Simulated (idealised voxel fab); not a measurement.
process module | voxel tone inversion
cross-section cut | 160 nm wide | cells 5 nm
A cross-section is a grid of square cells, given in bands from the top down. A band is one or more rows of cells.
Each band's line starts with the height of the band's top and of its bottom, in nm. Then come its materials from left to right, each with its width in nm. One material with "throughout" fills the band from edge to edge. "air" is empty space.
Height 0 is the level under which the wafer as received is all one material. The lowest band goes on downwards, as in "0 down".
A width such as "30 to 40" changes by the same amount from each row of cells to the next, from the band's top row to its bottom row.
"no change" after a step means that no cell of the cross-section changed.
closed voids: empty space of 8 cells or more with no open way to the top, each as width x height at its distance from the left edge, in nm
after a step's settings: what the simulator itself notes on the step
overlay nm, on a step with a mask: how far to the right of its planned place the mask lay; to the left if negative
plan
1 op RECEIVE | material Si
2 op CONFORMAL_DEP | material SiCN | thk nm 5
3 op DIRECTIONAL_DEP | material aC | thk nm 25
4 op PATTERN | tone cover | mask id POSTS | material resist | width nm 25 | pitch nm 40 | thk nm 30 | overlay nm 0
5 op DIRECTIONAL_ETCH | etch materials aC | depth nm 25
6 op STRIP | etch materials resist
7 op FILL_DEP | material SiO2 | thk nm 5
8 op CMP | height nm 30
9 op STRIP | etch materials aC
as received, after step 1
  0 down: Si throughout
  closed voids: none
first wafer at the end, as planned
  30 to 5: SiO2 25 | air 25 | SiO2 15 | air 25 | SiO2 15 | air 25 | SiO2 30
  5 to 0: SiCN throughout
  0 down: Si throughout
  closed voids: none
second wafer at the end: like start, like plan, one mistake
  30 to 5: SiO2 30 | air 15 | SiO2 25 | air 15 | SiO2 25 | air 15 | SiO2 35
  5 to 0: SiCN throughout
  0 down: Si throughout
  closed voids: none
what went wrong: step 4 ran as: op PATTERN | tone cover | mask id POSTS | material resist | width nm 15 | pitch nm 40 | thk nm 30 | overlay nm 0
at the end the second wafer has, in cells: 30 more of SiO2
